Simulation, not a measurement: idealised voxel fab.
Title: Process Module voxel self aligned vias
Each square cell in cross-section cut measures 5 nm, and the section as a whole is 290 nm wide.
Square cells in a grid make up a cross-section in this document, and the grid is given as bands, listed from the top down, each one or more rows of cells.
This entry defines a band. It first specifies the height of the band's top and the height of its bottom in nm, and then specifies the band's materials from left to right, stating each material with its width in nm. The word "edge to edge" identifies a single material that fills the band from edge to edge, while the word "empty" identifies empty space.
The level at which height equals 0 is the one under which the wafer, as it arrives, is entirely one material. No lower edge exists for the bottom band, which continues downward and is notated as in "0..down".
A width such as "30 to 40" changes by the same amount from each row of cells to the next, from the band's top row to its bottom row.
"nothing was modified", as given for a step, is the statement that not any cell of the cross-section underwent a change during that step.
So "Fully closed voids" is basically the list of trapped voids: any empty space of 8 cells or more that can't reach the top through an opening. They're written width x height at distance, the distance being from the left edge, and it's all nm.
It should be noted that, on the line of a given step, the content following the step's settings is a remark produced by the simulator itself with respect to that step.
overlay nm: step with mask; distance mask lay right of planned place; negative value = left of planned place.
Reading guide: pairs of cross-sections, before and after one process step; after view cut off at lowest changed band; step and settings listed under each pair. Pairs may stem from different runs of this module on the same starting wafer; continuity with the pair above only where the "Structure before processing" entry states it.
STRUCTURE BEFORE PROCESSING
    65..50: 85 SiO2; 50 empty; 20 SiO2; 50 empty; 85 SiO2
    50..40: 90 SiO2; 30 empty; 40 SiO2; 30 empty; 100 SiO2
    40..25: 90 SiO2; 5 TiN; 20 W; 5 TiN; 40 SiO2; 5 TiN; 20 W; 5 TiN; 100 SiO2
    25..20: 90 SiO2; 30 TiN; 40 SiO2; 30 TiN; 100 SiO2
    20..15: SiCN edge to edge
    15..0: SiO2 edge to edge
    0..down: Si edge to edge
    Fully closed voids: none
RESULTANT CROSS-SECTION
    70..65: 90 TiN; 40 empty; 30 TiN; 40 empty; 90 TiN
    65..55: 85 SiO2; 5 TiN; 40 empty; 5 TiN; 20 SiO2; 5 TiN; 40 empty; 5 TiN; 85 SiO2
    55..45: 85 to 90 SiO2; 10 to 5 TiN; 20 empty; 20 to 5 TiN; 20 to 40 SiO2; 10 to 5 TiN; 20 empty; 20 to 5 TiN; 85 to 100 SiO2
    45..40: 90 SiO2; 30 TiN; 40 SiO2; 30 TiN; 100 SiO2
    For the remainder of the cross-section, below 40, there is no change.
    Fully closed voids: none
Going from one cross-section above to the next, the wafer undergoes op CONFORMAL_DEP | material TiN | thk nm 5
Structure before processing: no separate figure, the pair right above already shows it after its step.
RESULTANT CROSS-SECTION
    75..70: W edge to edge
    70..65: 90 TiN; 40 W; 30 TiN; 40 W; 90 TiN
    65..55: 85 SiO2; 5 TiN; 40 W; 5 TiN; 20 SiO2; 5 TiN; 40 W; 5 TiN; 85 SiO2
    55..45: 85 to 90 SiO2; 10 to 5 TiN; 20 W; 20 to 5 TiN; 20 to 40 SiO2; 10 to 5 TiN; 20 W; 20 to 5 TiN; 85 to 100 SiO2
    For the remainder of the cross-section, below 45, there is no change.
    Fully closed voids: none
Going from one cross-section above to the next, the wafer undergoes op FILL_DEP | material W | thk nm 5
Structure before processing: no separate figure, the pair right above already shows it after its step.
RESULTANT CROSS-SECTION
    65..55: 85 SiO2; 5 TiN; 40 W; 5 TiN; 20 SiO2; 5 TiN; 40 W; 5 TiN; 85 SiO2
    For the remainder of the cross-section, below 55, there is no change.
    Fully closed voids: none
Going from one cross-section above to the next, the wafer undergoes op CMP | height nm 65
Structure before processing: no separate figure, the pair right above already shows it after its step.
RESULTANT CROSS-SECTION
    70..65: SiCN edge to edge
    For the remainder of the cross-section, below 65, there is no change.
    Fully closed voids: none
Going from one cross-section above to the next, the wafer undergoes op CONFORMAL_DEP | material SiCN | thk nm 5
STRUCTURE BEFORE PROCESSING
    50..20: 95 SiO2; 30 empty; 40 SiO2; 30 empty; 95 SiO2
    20..15: SiCN edge to edge
    15..0: SiO2 edge to edge
    0..down: Si edge to edge
    Fully closed voids: none
RESULTANT CROSS-SECTION
    55..50: 100 SiN; 20 empty; 50 SiN; 20 empty; 100 SiN
    50..25: 95 SiO2; 5 SiN; 20 empty; 5 SiN; 40 SiO2; 5 SiN; 20 empty; 5 SiN; 95 SiO2
    25..20: 95 SiO2; 30 SiN; 40 SiO2; 30 SiN; 95 SiO2
    For the remainder of the cross-section, below 20, there is no change.
    Fully closed voids: none
Going from one cross-section above to the next, the wafer undergoes op CONFORMAL_DEP | material SiN | thk nm 5
Structure before processing: no separate figure, the pair right above already shows it after its step.
RESULTANT CROSS-SECTION
    65..55: W edge to edge
    55..50: 100 SiN; 20 W; 50 SiN; 20 W; 100 SiN
    50..25: 95 SiO2; 5 SiN; 20 W; 5 SiN; 40 SiO2; 5 SiN; 20 W; 5 SiN; 95 SiO2
    For the remainder of the cross-section, below 25, there is no change.
    Fully closed voids: none
Going from one cross-section above to the next, the wafer undergoes op FILL_DEP | material W | thk nm 10
Structure before processing: no separate figure, the pair right above already shows it after its step.
RESULTANT CROSS-SECTION
    50..25: 95 SiO2; 5 SiN; 20 W; 5 SiN; 40 SiO2; 5 SiN; 20 W; 5 SiN; 95 SiO2
    For the remainder of the cross-section, below 25, there is no change.
    Fully closed voids: none
Going from one cross-section above to the next, the wafer undergoes op CMP | height nm 50
Structure before processing: no separate figure, the pair right above already shows it after its step.
RESULTANT CROSS-SECTION
    50..40: 95 SiO2; 5 SiN; 20 empty; 5 SiN; 40 SiO2; 5 SiN; 20 empty; 5 SiN; 95 SiO2
    For the remainder of the cross-section, below 40, there is no change.
    Fully closed voids: none
Going from one cross-section above to the next, the wafer undergoes op SELECTIVE_ETCH | etch materials W Ru TiN | depth nm 10
Structure before processing: no separate figure, the pair right above already shows it after its step.
RESULTANT CROSS-SECTION
    55..50: SiN edge to edge
    50..40: 95 SiO2; 30 SiN; 40 SiO2; 30 SiN; 95 SiO2
    For the remainder of the cross-section, below 40, there is no change.
    Fully closed voids: none
Going from one cross-section above to the next, the wafer undergoes op FILL_DEP | material SiN | thk nm 5
Structure before processing: no separate figure, the pair right above already shows it after its step.
RESULTANT CROSS-SECTION
    50..40: 95 SiO2; 30 SiN; 40 SiO2; 30 SiN; 95 SiO2
    For the remainder of the cross-section, below 40, there is no change.
    Fully closed voids: none
Going from one cross-section above to the next, the wafer undergoes op CMP | height nm 50
Structure before processing: no separate figure, the pair right above already shows it after its step.
RESULTANT CROSS-SECTION
    65..50: SiO2 edge to edge
    For the remainder of the cross-section, below 50, there is no change.
    Fully closed voids: none
Going from one cross-section above to the next, the wafer undergoes op DIRECTIONAL_DEP | material SiO2 | thk nm 15
Structure before processing: no separate figure, the pair right above already shows it after its step.
RESULTANT CROSS-SECTION
    80..65: aC edge to edge
    For the remainder of the cross-section, below 65, there is no change.
    Fully closed voids: none
Going from one cross-section above to the next, the wafer undergoes op DIRECTIONAL_DEP | material aC | thk nm 15
Structure before processing: no separate figure, the pair right above already shows it after its step.
RESULTANT CROSS-SECTION
    110..80: 85 resist; 50 empty; 20 resist; 50 empty; 85 resist
    For the remainder of the cross-section, below 80, there is no change.
    Fully closed voids: none
Going from one cross-section above to the next, the wafer undergoes op PATTERN | tone open | mask id VIAS | material resist | width nm 50 | pitch nm 70 | thk nm 30 | overlay nm 0
Structure before processing: no separate figure, the pair right above already shows it after its step.
RESULTANT CROSS-SECTION
    95..80: 85 resist; 50 empty; 20 resist; 50 empty; 85 resist
    80..65: 85 aC; 50 empty; 20 aC; 50 empty; 85 aC
    For the remainder of the cross-section, below 65, there is no change.
    Fully closed voids: none
Going from one cross-section above to the next, the wafer undergoes op DIRECTIONAL_ETCH | etch materials aC | depth nm 15
Structure before processing: no separate figure, the pair right above already shows it after its step.
RESULTANT CROSS-SECTION
    80..65: 85 aC; 50 empty; 20 aC; 50 empty; 85 aC
    For the remainder of the cross-section, below 65, there is no change.
    Fully closed voids: none
Going from one cross-section above to the next, the wafer undergoes op STRIP | etch materials resist
Structure before processing: no separate figure, the pair right above already shows it after its step.
RESULTANT CROSS-SECTION
    80..65: 85 aC; 50 empty; 20 aC; 50 empty; 85 aC
    65..50: 85 SiO2; 50 empty; 20 SiO2; 50 empty; 85 SiO2
    For the remainder of the cross-section, below 50, there is no change.
    Fully closed voids: none
Going from one cross-section above to the next, the wafer undergoes op DIRECTIONAL_ETCH | etch materials SiO2 | depth nm 15
Structure before processing: no separate figure, the pair right above already shows it after its step.
RESULTANT CROSS-SECTION
    80..65: 85 aC; 50 empty; 20 aC; 50 empty; 85 aC
    65..50: 85 SiO2; 50 empty; 20 SiO2; 50 empty; 85 SiO2
    50..40: 95 SiO2; 30 empty; 40 SiO2; 30 empty; 95 SiO2
    For the remainder of the cross-section, below 40, there is no change.
    Fully closed voids: none
Going from one cross-section above to the next, the wafer undergoes op DIRECTIONAL_ETCH | etch materials SiN | depth nm 10
Structure before processing: no separate figure, the pair right above already shows it after its step.
RESULTANT CROSS-SECTION
    65..50: 85 SiO2; 50 empty; 20 SiO2; 50 empty; 85 SiO2
    For the remainder of the cross-section, below 50, there is no change.
    Fully closed voids: none
Going from one cross-section above to the next, the wafer undergoes op STRIP | etch materials aC
Structure before processing: no separate figure, the pair right above already shows it after its step.
RESULTANT CROSS-SECTION
    70..65: 90 TiN; 40 empty; 30 TiN; 40 empty; 90 TiN
    65..55: 85 SiO2; 5 TiN; 40 empty; 5 TiN; 20 SiO2; 5 TiN; 40 empty; 5 TiN; 85 SiO2
    55..45: 85 to 95 SiO2; 15 to 5 TiN; 20 empty; 15 to 5 TiN; 20 to 40 SiO2; 15 to 5 TiN; 20 empty; 15 to 5 TiN; 85 to 95 SiO2
    45..40: 95 SiO2; 30 TiN; 40 SiO2; 30 TiN; 95 SiO2
    For the remainder of the cross-section, below 40, there is no change.
    Fully closed voids: none
Going from one cross-section above to the next, the wafer undergoes op CONFORMAL_DEP | material TiN | thk nm 5
Structure before processing: no separate figure, the pair right above already shows it after its step.
RESULTANT CROSS-SECTION
    75..70: W edge to edge
    70..65: 90 TiN; 40 W; 30 TiN; 40 W; 90 TiN
    65..55: 85 SiO2; 5 TiN; 40 W; 5 TiN; 20 SiO2; 5 TiN; 40 W; 5 TiN; 85 SiO2
    55..45: 85 to 95 SiO2; 15 to 5 TiN; 20 W; 15 to 5 TiN; 20 to 40 SiO2; 15 to 5 TiN; 20 W; 15 to 5 TiN; 85 to 95 SiO2
    For the remainder of the cross-section, below 45, there is no change.
    Fully closed voids: none
Going from one cross-section above to the next, the wafer undergoes op FILL_DEP | material W | thk nm 5
Structure before processing: no separate figure, the pair right above already shows it after its step.
RESULTANT CROSS-SECTION
    65..55: 85 SiO2; 5 TiN; 40 W; 5 TiN; 20 SiO2; 5 TiN; 40 W; 5 TiN; 85 SiO2
    For the remainder of the cross-section, below 55, there is no change.
    Fully closed voids: none
Going from one cross-section above to the next, the wafer undergoes op CMP | height nm 65
Structure before processing: no separate figure, the pair right above already shows it after its step.
RESULTANT CROSS-SECTION
    70..65: SiCN edge to edge
    For the remainder of the cross-section, below 65, there is no change.
    Fully closed voids: none
Going from one cross-section above to the next, the wafer undergoes op CONFORMAL_DEP | material SiCN | thk nm 5
STRUCTURE BEFORE PROCESSING
    65..50: aC edge to edge
    50..20: SiO2 edge to edge
    20..15: SiCN edge to edge
    15..0: SiO2 edge to edge
    0..down: Si edge to edge
    Fully closed voids: none
RESULTANT CROSS-SECTION
    95..65: 95 empty; 30 resist; 40 empty; 30 resist; 95 empty
    For the remainder of the cross-section, below 65, there is no change.
    Fully closed voids: none
Going from one cross-section above to the next, the wafer undergoes op PATTERN | tone cover | mask id LINES | material resist | width nm 30 | pitch nm 70 | thk nm 30 | overlay nm 0
Structure before processing: no separate figure, the pair right above already shows it after its step.
RESULTANT CROSS-SECTION
    80..65: 95 empty; 30 resist; 40 empty; 30 resist; 95 empty
    65..50: 95 empty; 30 aC; 40 empty; 30 aC; 95 empty
    For the remainder of the cross-section, below 50, there is no change.
    Fully closed voids: none
Going from one cross-section above to the next, the wafer undergoes op DIRECTIONAL_ETCH | etch materials aC | depth nm 15
Structure before processing: no separate figure, the pair right above already shows it after its step.
RESULTANT CROSS-SECTION
    65..50: 95 empty; 30 aC; 40 empty; 30 aC; 95 empty
    For the remainder of the cross-section, below 50, there is no change.
    Fully closed voids: none
Going from one cross-section above to the next, the wafer undergoes op STRIP | etch materials resist
Structure before processing: no separate figure, the pair right above already shows it after its step.
RESULTANT CROSS-SECTION
    65..50: 95 empty; 30 aC; 40 empty; 30 aC; 95 empty
    50..20: 95 empty; 30 SiO2; 40 empty; 30 SiO2; 95 empty
    For the remainder of the cross-section, below 20, there is no change.
    Fully closed voids: none
Going from one cross-section above to the next, the wafer undergoes op DIRECTIONAL_ETCH | etch materials SiO2 | depth nm 30
Structure before processing: no separate figure, the pair right above already shows it after its step.
RESULTANT CROSS-SECTION
    50..20: 95 empty; 30 SiO2; 40 empty; 30 SiO2; 95 empty
    For the remainder of the cross-section, below 20, there is no change.
    Fully closed voids: none
Going from one cross-section above to the next, the wafer undergoes op STRIP | etch materials aC
Structure before processing: no separate figure, the pair right above already shows it after its step.
RESULTANT CROSS-SECTION
    55..50: 90 empty; 40 TiN; 30 empty; 40 TiN; 90 empty
    50..25: 90 empty; 5 TiN; 30 SiO2; 5 TiN; 30 empty; 5 TiN; 30 SiO2; 5 TiN; 90 empty
    25..20: 95 TiN; 30 SiO2; 40 TiN; 30 SiO2; 95 TiN
    For the remainder of the cross-section, below 20, there is no change.
    Fully closed voids: none
Going from one cross-section above to the next, the wafer undergoes op CONFORMAL_DEP | material TiN | thk nm 5
Structure before processing: no separate figure, the pair right above already shows it after its step.
RESULTANT CROSS-SECTION
    65..55: W edge to edge
    55..50: 90 W; 40 TiN; 30 W; 40 TiN; 90 W
    50..25: 90 W; 5 TiN; 30 SiO2; 5 TiN; 30 W; 5 TiN; 30 SiO2; 5 TiN; 90 W
    For the remainder of the cross-section, below 25, there is no change.
    Fully closed voids: none
Going from one cross-section above to the next, the wafer undergoes op FILL_DEP | material W | thk nm 10
Structure before processing: no separate figure, the pair right above already shows it after its step.
RESULTANT CROSS-SECTION
    50..25: 90 W; 5 TiN; 30 SiO2; 5 TiN; 30 W; 5 TiN; 30 SiO2; 5 TiN; 90 W
    For the remainder of the cross-section, below 25, there is no change.
    Fully closed voids: none
Going from one cross-section above to the next, the wafer undergoes op CMP | height nm 50
Structure before processing: no separate figure, the pair right above already shows it after its step.
RESULTANT CROSS-SECTION
    50..40: 95 empty; 30 SiO2; 40 empty; 30 SiO2; 95 empty
    For the remainder of the cross-section, below 40, there is no change.
    Fully closed voids: none
Going from one cross-section above to the next, the wafer undergoes op SELECTIVE_ETCH | etch materials W Ru TiN | depth nm 10
Structure before processing: no separate figure, the pair right above already shows it after its step.
RESULTANT CROSS-SECTION
    55..50: SiN edge to edge
    50..40: 95 SiN; 30 SiO2; 40 SiN; 30 SiO2; 95 SiN
    For the remainder of the cross-section, below 40, there is no change.
    Fully closed voids: none
Going from one cross-section above to the next, the wafer undergoes op FILL_DEP | material SiN | thk nm 5
Structure before processing: no separate figure, the pair right above already shows it after its step.
RESULTANT CROSS-SECTION
    50..40: 95 SiN; 30 SiO2; 40 SiN; 30 SiO2; 95 SiN
    For the remainder of the cross-section, below 40, there is no change.
    Fully closed voids: none
Going from one cross-section above to the next, the wafer undergoes op CMP | height nm 50
Structure before processing: no separate figure, the pair right above already shows it after its step.
RESULTANT CROSS-SECTION
    65..50: SiO2 edge to edge
    For the remainder of the cross-section, below 50, there is no change.
    Fully closed voids: none
Going from one cross-section above to the next, the wafer undergoes op DIRECTIONAL_DEP | material SiO2 | thk nm 15
Structure before processing: no separate figure, the pair right above already shows it after its step.
RESULTANT CROSS-SECTION
    80..65: aC edge to edge
    For the remainder of the cross-section, below 65, there is no change.
    Fully closed voids: none
Going from one cross-section above to the next, the wafer undergoes op DIRECTIONAL_DEP | material aC | thk nm 15
Structure before processing: no separate figure, the pair right above already shows it after its step.
RESULTANT CROSS-SECTION
    110..80: 85 resist; 50 empty; 20 resist; 50 empty; 85 resist
    For the remainder of the cross-section, below 80, there is no change.
    Fully closed voids: none
Going from one cross-section above to the next, the wafer undergoes op PATTERN | tone open | mask id VIAS | material resist | width nm 50 | pitch nm 70 | thk nm 30 | overlay nm 0
Structure before processing: no separate figure, the pair right above already shows it after its step.
RESULTANT CROSS-SECTION
    95..80: 85 resist; 50 empty; 20 resist; 50 empty; 85 resist
    80..65: 85 aC; 50 empty; 20 aC; 50 empty; 85 aC
    For the remainder of the cross-section, below 65, there is no change.
    Fully closed voids: none
Going from one cross-section above to the next, the wafer undergoes op DIRECTIONAL_ETCH | etch materials aC | depth nm 15
Structure before processing: no separate figure, the pair right above already shows it after its step.
RESULTANT CROSS-SECTION
    80..65: 85 aC; 50 empty; 20 aC; 50 empty; 85 aC
    For the remainder of the cross-section, below 65, there is no change.
    Fully closed voids: none
Going from one cross-section above to the next, the wafer undergoes op STRIP | etch materials resist
Structure before processing: no separate figure, the pair right above already shows it after its step.
RESULTANT CROSS-SECTION
    80..65: 85 aC; 50 empty; 20 aC; 50 empty; 85 aC
    65..50: 85 SiO2; 50 empty; 20 SiO2; 50 empty; 85 SiO2
    For the remainder of the cross-section, below 50, there is no change.
    Fully closed voids: none
Going from one cross-section above to the next, the wafer undergoes op DIRECTIONAL_ETCH | etch materials SiO2 | depth nm 15
Structure before processing: no separate figure, the pair right above already shows it after its step.
RESULTANT CROSS-SECTION
    80..65: 85 aC; 50 empty; 20 aC; 50 empty; 85 aC
    65..50: 85 SiO2; 50 empty; 20 SiO2; 50 empty; 85 SiO2
    50..40: 85 SiN; 10 empty; 30 SiO2; 10 empty; 20 SiN; 10 empty; 30 SiO2; 10 empty; 85 SiN
    For the remainder of the cross-section, below 40, there is no change.
    Fully closed voids: none
Going from one cross-section above to the next, the wafer undergoes op DIRECTIONAL_ETCH | etch materials SiN | depth nm 10
Structure before processing: no separate figure, the pair right above already shows it after its step.
RESULTANT CROSS-SECTION
    65..50: 85 SiO2; 50 empty; 20 SiO2; 50 empty; 85 SiO2
    For the remainder of the cross-section, below 50, there is no change.
    Fully closed voids: none
Going from one cross-section above to the next, the wafer undergoes op STRIP | etch materials aC
Structure before processing: no separate figure, the pair right above already shows it after its step.
RESULTANT CROSS-SECTION
    70..65: 90 TiN; 40 empty; 30 TiN; 40 empty; 90 TiN
    65..55: 85 SiO2; 5 TiN; 40 empty; 5 TiN; 20 SiO2; 5 TiN; 40 empty; 5 TiN; 85 SiO2
    55..50: 85 SiO2; 50 TiN; 20 SiO2; 50 TiN; 85 SiO2
    50..40: 85 SiN; 10 TiN; 30 SiO2; 10 TiN; 20 SiN; 10 TiN; 30 SiO2; 10 TiN; 85 SiN
    For the remainder of the cross-section, below 40, there is no change.
    Fully closed voids: none
Going from one cross-section above to the next, the wafer undergoes op CONFORMAL_DEP | material TiN | thk nm 5
Structure before processing: no separate figure, the pair right above already shows it after its step.
RESULTANT CROSS-SECTION
    75..70: W edge to edge
    70..65: 90 TiN; 40 W; 30 TiN; 40 W; 90 TiN
    65..55: 85 SiO2; 5 TiN; 40 W; 5 TiN; 20 SiO2; 5 TiN; 40 W; 5 TiN; 85 SiO2
    For the remainder of the cross-section, below 55, there is no change.
    Fully closed voids: none
Going from one cross-section above to the next, the wafer undergoes op FILL_DEP | material W | thk nm 5
Structure before processing: no separate figure, the pair right above already shows it after its step.
RESULTANT CROSS-SECTION
    65..55: 85 SiO2; 5 TiN; 40 W; 5 TiN; 20 SiO2; 5 TiN; 40 W; 5 TiN; 85 SiO2
    For the remainder of the cross-section, below 55, there is no change.
    Fully closed voids: none
Going from one cross-section above to the next, the wafer undergoes op CMP | height nm 65
Structure before processing: no separate figure, the pair right above already shows it after its step.
RESULTANT CROSS-SECTION
    70..65: SiCN edge to edge
    For the remainder of the cross-section, below 65, there is no change.
    Fully closed voids: none
Going from one cross-section above to the next, the wafer undergoes op CONFORMAL_DEP | material SiCN | thk nm 5
